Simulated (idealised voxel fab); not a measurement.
Process module under the name voxel self aligned contacts
Square cell edge 5 nm, section width 270 nm, ID cut.
Cross-section spec: square-cell grid; bands listed top down; each band is one or more rows.
Top, bottom (nm), then materials left to right with widths (nm); lone material tagged "all across" fills the whole band edge to edge; "blank" = empty space.
Where do heights start? At 0: under that level the wafer as delivered is made of one material only. And the lowest band has no floor; it just carries on downward, as in "0 and below".
When a width is written as two numbers, as in "30..40", the first number is the width in the top row of cells of the band and the second is the width in its bottom row, and the width changes by the same amount from each row to the next.
Take "nothing was modified" at face value: in the step it is given for, the cross-section changed in none of its cells.
Entry "Fully sealed voids". Content: empty spaces with no open connection to the top, size 8 cells or greater. Each: width x height at distance. Distance: from left edge. Unit: nm.
Heads up: the bit after the settings on a step's line is the simulator's remark on that step.
overlay nm: on a step with a mask, how far right of its planned place the mask lay; negative means left.
**The steps planned for the process are as follows**
| 1 | RECEIVE: material Si |
| 2 | OXIDIZE: depth nm 5 |
| 3 | DIRECTIONAL_DEP: material polySi, thk nm 25 |
| 4 | DIRECTIONAL_DEP: material SiN, thk nm 25 |
| 5 | DIRECTIONAL_DEP: material aC, thk nm 15 |
| 6 | PATTERN: tone cover, mask id GATE, material resist, width nm 35, pitch nm 80, thk nm 30, overlay nm 0 |
| 7 | DIRECTIONAL_ETCH: etch materials aC, depth nm 15 |
| 8 | STRIP: etch materials resist |
| 9 | DIRECTIONAL_ETCH: etch materials SiN, depth nm 25 |
| 10 | DIRECTIONAL_ETCH: etch materials polySi, depth nm 25 |
| 11 | STRIP: etch materials aC |
| 12 | CONFORMAL_DEP: material SiN, thk nm 10 |
| 13 | DIRECTIONAL_ETCH: etch materials SiN, depth nm 10 |
| 14 | FILL_DEP: material SiO2, thk nm 15 |
| 15 | CMP: height nm 60 |
| 16 | DIRECTIONAL_DEP: material aC, thk nm 10 |
| 17 | PATTERN: tone open, mask id CONTACT, material resist, width nm 65, thk nm 25, overlay nm 0 |
| 18 | DIRECTIONAL_ETCH: etch materials aC, depth nm 10 |
| 19 | STRIP: etch materials resist |
| 20 | DIRECTIONAL_ETCH: etch materials SiO2, depth nm 65 |
| 21 | STRIP: etch materials aC |
| 22 | CONFORMAL_DEP: material TiN, thk nm 5 |
| 23 | FILL_DEP: material Ru, thk nm 10 |
| 24 | CMP: height nm 60 |
| 25 | CONFORMAL_DEP: material SiN, thk nm 5 |
**Cross-section of the incoming wafer, state after step 1**
    0 and below: Si all across
    Fully sealed voids: none
**Run as planned - first of the two wafers cross-sectioned at the end of the module**
    65 down to 60: SiN all across
    60 down to 50: SiO2 100 nm | TiN 5..25 nm | Ru 55..15 nm | TiN 5..25 nm | SiO2 105 nm
    50 down to 25: SiO2 65 nm | SiN 55 nm | TiN 5 nm | Ru 15 nm | TiN 5 nm | SiN 55 nm | SiO2 70 nm
    25 down to 0: SiO2 65 nm | SiN 10 nm | polySi 35 nm | SiN 10 nm | TiN 5 nm | Ru 15 nm | TiN 5 nm | SiN 10 nm | polySi 35 nm | SiN 10 nm | SiO2 70 nm
    0 down to -5: SiO2 120 nm | TiN 25 nm | SiO2 125 nm
    -5 and below: Si all across
    Fully sealed voids: none
**Second wafer cross-section at end of module - shared start and plan with the first, one mistake in the run**
    65 down to 60: SiN all across
    60 down to 50: SiO2 65 nm | SiN 55 nm | TiN 5 nm | Ru 15 nm | TiN 5 nm | SiN 55 nm | SiO2 70 nm
    50 down to 30: SiO2 65 nm | SiN 10 nm | polySi 35 nm | SiN 10 nm | TiN 5 nm | Ru 15 nm | TiN 5 nm | SiN 10 nm | polySi 35 nm | SiN 10 nm | SiO2 70 nm
    30 down to 25: SiO2 65 nm | SiN 10 nm | polySi 35 nm | SiN 10 nm | TiN 25 nm | SiN 10 nm | polySi 35 nm | SiN 10 nm | SiO2 70 nm
    25 down to 0: polySi all across
    0 down to -5: SiO2 all across
    -5 and below: Si all across
    Fully sealed voids: none
Nonconformance to the process plan: step 3 of the plan was twice carried out
The final cell counts differ between the wafers, with the second having more or fewer of some materials than the first: -26 Ru, -66 SiN, -158 SiO2, -20 TiN, +270 polySi
